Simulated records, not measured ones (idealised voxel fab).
Presented below is a process module, voxel spacer lines.
Section cut is 260 nm wide and gridded with 5 nm square cells.
In this document a cross-section is written as a grid of square cells. It is given as a series of bands, listed from the top down, and a band is one or more rows of cells. For a band, the entry starts with two heights in nm, that of the top and then that of the bottom, and carries on with the band's materials in order from left to right, each alongside its width in nm; the word "everywhere" beside a single material means it fills the band edge to edge, and "blank" means empty space. Height is counted from the level 0, under which the received wafer is composed throughout of one material. The lowest of the bands is not closed at the bottom but continues downward, in the notation "from 0 down". A width such as "30..40" changes by the same amount from each row of cells to the next, from the band's top row to its bottom row. No cell of the cross-section changed in a step that is given as "everything unchanged". Look at "Fully sealed voids" for the closed voids: empty spaces with no open path to the top, sized 8 cells or up. Each is width x height at distance, distance from the left edge, all nm. Read whatever lies past the settings on a step's line as the simulator's own remark about the step. overlay nm: right-of-plan distance of the mask on a masked step; negative values mean left-of-plan.
PLANNED PROCESS STEPS
1 RECEIVE,material Si
2 CONFORMAL_DEP,material Al2O3,thk nm 5
3 DIRECTIONAL_DEP,material SiN,thk nm 10
4 DIRECTIONAL_DEP,material aC,thk nm 20
5 PATTERN,tone cover,mask id MANDREL,material resist,width nm 25,pitch nm 70,thk nm 30,overlay nm 0
6 DIRECTIONAL_ETCH,etch materials aC,depth nm 20
7 STRIP,etch materials resist
8 CONFORMAL_DEP,material SiO2,thk nm 10
9 DIRECTIONAL_ETCH,etch materials SiO2,depth nm 10
10 STRIP,etch materials aC
11 DIRECTIONAL_ETCH,etch materials SiN,depth nm 10
12 STRIP,etch materials SiO2
13 FILL_DEP,material SiO2,thk nm 10
14 CMP,height nm 15
FIRST WAFER OUT OF TWO, PROCESSED AS PLANNED
CROSS-SECTION: WAFER ON ARRIVAL = AFTER STEP 1
	from 0 down  Si everywhere
	Fully sealed voids: none
YOU'RE LOOKING AT A CROSS-SECTION OF THE WAFER AFTER STEP 2
	from 5 to 0  Al2O3 everywhere
	Under 0: no change, same as before.
YOU'RE LOOKING AT A CROSS-SECTION OF THE WAFER AFTER STEP 3
	from 15 to 5  SiN everywhere
	Under 5: no change, same as before.
YOU'RE LOOKING AT A CROSS-SECTION OF THE WAFER AFTER STEP 4
	from 35 to 15  aC everywhere
	Under 15: no change, same as before.
YOU'RE LOOKING AT A CROSS-SECTION OF THE WAFER AFTER STEP 5
	from 65 to 35  45 nm blank / 25 nm resist / 45 nm blank / 25 nm resist / 45 nm blank / 25 nm resist / 50 nm blank
	Under 35: no change, same as before.
YOU'RE LOOKING AT A CROSS-SECTION OF THE WAFER AFTER STEP 6
	from 45 to 35  45 nm blank / 25 nm resist / 45 nm blank / 25 nm resist / 45 nm blank / 25 nm resist / 50 nm blank
	from 35 to 15  45 nm blank / 25 nm aC / 45 nm blank / 25 nm aC / 45 nm blank / 25 nm aC / 50 nm blank
	Under 15: no change, same as before.
YOU'RE LOOKING AT A CROSS-SECTION OF THE WAFER AFTER STEP 7
	from 35 to 15  45 nm blank / 25 nm aC / 45 nm blank / 25 nm aC / 45 nm blank / 25 nm aC / 50 nm blank
	Under 15: no change, same as before.
YOU'RE LOOKING AT A CROSS-SECTION OF THE WAFER AFTER STEP 8
	from 45 to 35  35 nm blank / 45 nm SiO2 / 25 nm blank / 45 nm SiO2 / 25 nm blank / 45 nm SiO2 / 40 nm blank
	from 35 to 25  35 nm blank / 10 nm SiO2 / 25 nm aC / 10 nm SiO2 / 25 nm blank / 10 nm SiO2 / 25 nm aC / 10 nm SiO2 / 25 nm blank / 10 nm SiO2 / 25 nm aC / 10 nm SiO2 / 40 nm blank
	from 25 to 15  45 nm SiO2 / 25 nm aC / 45 nm SiO2 / 25 nm aC / 45 nm SiO2 / 25 nm aC / 50 nm SiO2
	Under 15: no change, same as before.
YOU'RE LOOKING AT A CROSS-SECTION OF THE WAFER AFTER STEP 9
	from 35 to 15  35 nm blank / 10 nm SiO2 / 25 nm aC / 10 nm SiO2 / 25 nm blank / 10 nm SiO2 / 25 nm aC / 10 nm SiO2 / 25 nm blank / 10 nm SiO2 / 25 nm aC / 10 nm SiO2 / 40 nm blank
	Under 15: no change, same as before.
YOU'RE LOOKING AT A CROSS-SECTION OF THE WAFER AFTER STEP 10
	from 35 to 15  35 nm blank / 10 nm SiO2 / 25 nm blank / 10 nm SiO2 / 25 nm blank / 10 nm SiO2 / 25 nm blank / 10 nm SiO2 / 25 nm blank / 10 nm SiO2 / 25 nm blank / 10 nm SiO2 / 40 nm blank
	Under 15: no change, same as before.
YOU'RE LOOKING AT A CROSS-SECTION OF THE WAFER AFTER STEP 11
	from 35 to 15  35 nm blank / 10 nm SiO2 / 25 nm blank / 10 nm SiO2 / 25 nm blank / 10 nm SiO2 / 25 nm blank / 10 nm SiO2 / 25 nm blank / 10 nm SiO2 / 25 nm blank / 10 nm SiO2 / 40 nm blank
	from 15 to 5  35 nm blank / 10 nm SiN / 25 nm blank / 10 nm SiN / 25 nm blank / 10 nm SiN / 25 nm blank / 10 nm SiN / 25 nm blank / 10 nm SiN / 25 nm blank / 10 nm SiN / 40 nm blank
	Under 5: no change, same as before.
YOU'RE LOOKING AT A CROSS-SECTION OF THE WAFER AFTER STEP 12
	from 15 to 5  35 nm blank / 10 nm SiN / 25 nm blank / 10 nm SiN / 25 nm blank / 10 nm SiN / 25 nm blank / 10 nm SiN / 25 nm blank / 10 nm SiN / 25 nm blank / 10 nm SiN / 40 nm blank
	Under 5: no change, same as before.
YOU'RE LOOKING AT A CROSS-SECTION OF THE WAFER AFTER STEP 13
	from 25 to 15  SiO2 everywhere
	from 15 to 5  35 nm SiO2 / 10 nm SiN / 25 nm SiO2 / 10 nm SiN / 25 nm SiO2 / 10 nm SiN / 25 nm SiO2 / 10 nm SiN / 25 nm SiO2 / 10 nm SiN / 25 nm SiO2 / 10 nm SiN / 40 nm SiO2
	Under 5: no change, same as before.
YOU'RE LOOKING AT A CROSS-SECTION OF THE WAFER AFTER STEP 14
	from 15 to 5  35 nm SiO2 / 10 nm SiN / 25 nm SiO2 / 10 nm SiN / 25 nm SiO2 / 10 nm SiN / 25 nm SiO2 / 10 nm SiN / 25 nm SiO2 / 10 nm SiN / 25 nm SiO2 / 10 nm SiN / 40 nm SiO2
	Under 5: no change, same as before.
OKAY, SECOND WAFER. NOTHING DIFFERENT AT THE START, NOTHING DIFFERENT IN THE PLAN, JUST ONE MISTAKE SOMEWHERE IN THE RUNNING. AS FAR AS STEP 4, COUNTING THAT STEP, IT'S THE FIRST WAFER ALL OVER AGAIN
CROSS-SECTION OF THE SECOND WAFER AT THE TIME BY WHICH STEP 5 SHOULD HAVE BEEN COMPLETED ACCORDING TO THE PLAN
	from 65 to 35  50 nm blank / 25 nm resist / 45 nm blank / 25 nm resist / 45 nm blank / 25 nm resist / 45 nm blank
	Under 35: no change, same as before.
CROSS-SECTION OF THE SECOND WAFER AT THE TIME BY WHICH STEP 6 SHOULD HAVE BEEN COMPLETED ACCORDING TO THE PLAN
	from 45 to 35  50 nm blank / 25 nm resist / 45 nm blank / 25 nm resist / 45 nm blank / 25 nm resist / 45 nm blank
	from 35 to 15  50 nm blank / 25 nm aC / 45 nm blank / 25 nm aC / 45 nm blank / 25 nm aC / 45 nm blank
	Under 15: no change, same as before.
CROSS-SECTION OF THE SECOND WAFER AT THE TIME BY WHICH STEP 7 SHOULD HAVE BEEN COMPLETED ACCORDING TO THE PLAN
	from 35 to 15  50 nm blank / 25 nm aC / 45 nm blank / 25 nm aC / 45 nm blank / 25 nm aC / 45 nm blank
	Under 15: no change, same as before.
CROSS-SECTION OF THE SECOND WAFER AT THE TIME BY WHICH STEP 8 SHOULD HAVE BEEN COMPLETED ACCORDING TO THE PLAN
	from 45 to 35  40 nm blank / 45 nm SiO2 / 25 nm blank / 45 nm SiO2 / 25 nm blank / 45 nm SiO2 / 35 nm blank
	from 35 to 25  40 nm blank / 10 nm SiO2 / 25 nm aC / 10 nm SiO2 / 25 nm blank / 10 nm SiO2 / 25 nm aC / 10 nm SiO2 / 25 nm blank / 10 nm SiO2 / 25 nm aC / 10 nm SiO2 / 35 nm blank
	from 25 to 15  50 nm SiO2 / 25 nm aC / 45 nm SiO2 / 25 nm aC / 45 nm SiO2 / 25 nm aC / 45 nm SiO2
	Under 15: no change, same as before.
CROSS-SECTION OF THE SECOND WAFER AT THE TIME BY WHICH STEP 9 SHOULD HAVE BEEN COMPLETED ACCORDING TO THE PLAN
	from 35 to 15  40 nm blank / 10 nm SiO2 / 25 nm aC / 10 nm SiO2 / 25 nm blank / 10 nm SiO2 / 25 nm aC / 10 nm SiO2 / 25 nm blank / 10 nm SiO2 / 25 nm aC / 10 nm SiO2 / 35 nm blank
	Under 15: no change, same as before.
CROSS-SECTION OF THE SECOND WAFER AT THE TIME BY WHICH STEP 10 SHOULD HAVE BEEN COMPLETED ACCORDING TO THE PLAN
	from 35 to 15  40 nm blank / 10 nm SiO2 / 25 nm blank / 10 nm SiO2 / 25 nm blank / 10 nm SiO2 / 25 nm blank / 10 nm SiO2 / 25 nm blank / 10 nm SiO2 / 25 nm blank / 10 nm SiO2 / 35 nm blank
	Under 15: no change, same as before.
CROSS-SECTION OF THE SECOND WAFER AT THE TIME BY WHICH STEP 11 SHOULD HAVE BEEN COMPLETED ACCORDING TO THE PLAN
	from 35 to 15  40 nm blank / 10 nm SiO2 / 25 nm blank / 10 nm SiO2 / 25 nm blank / 10 nm SiO2 / 25 nm blank / 10 nm SiO2 / 25 nm blank / 10 nm SiO2 / 25 nm blank / 10 nm SiO2 / 35 nm blank
	from 15 to 5  40 nm blank / 10 nm SiN / 25 nm blank / 10 nm SiN / 25 nm blank / 10 nm SiN / 25 nm blank / 10 nm SiN / 25 nm blank / 10 nm SiN / 25 nm blank / 10 nm SiN / 35 nm blank
	Under 5: no change, same as before.
CROSS-SECTION OF THE SECOND WAFER AT THE TIME BY WHICH STEP 12 SHOULD HAVE BEEN COMPLETED ACCORDING TO THE PLAN
	from 15 to 5  40 nm blank / 10 nm SiN / 25 nm blank / 10 nm SiN / 25 nm blank / 10 nm SiN / 25 nm blank / 10 nm SiN / 25 nm blank / 10 nm SiN / 25 nm blank / 10 nm SiN / 35 nm blank
	Under 5: no change, same as before.
CROSS-SECTION OF THE SECOND WAFER AT THE TIME BY WHICH STEP 13 SHOULD HAVE BEEN COMPLETED ACCORDING TO THE PLAN
	from 25 to 15  SiO2 everywhere
	from 15 to 5  40 nm SiO2 / 10 nm SiN / 25 nm SiO2 / 10 nm SiN / 25 nm SiO2 / 10 nm SiN / 25 nm SiO2 / 10 nm SiN / 25 nm SiO2 / 10 nm SiN / 25 nm SiO2 / 10 nm SiN / 35 nm SiO2
	Under 5: no change, same as before.
CROSS-SECTION OF THE SECOND WAFER AT THE TIME BY WHICH STEP 14 SHOULD HAVE BEEN COMPLETED ACCORDING TO THE PLAN
	from 15 to 5  40 nm SiO2 / 10 nm SiN / 25 nm SiO2 / 10 nm SiN / 25 nm SiO2 / 10 nm SiN / 25 nm SiO2 / 10 nm SiN / 25 nm SiO2 / 10 nm SiN / 25 nm SiO2 / 10 nm SiN / 35 nm SiO2
	Under 5: no change, same as before.
Error vs. plan: step 5: run off-plan, actual operation and settings PATTERN,tone cover,mask id MANDREL,material resist,width nm 25,pitch nm 70,thk nm 30,overlay nm 5
The two final wafers agree on how many cells each material fills and disagree on which cells those are.
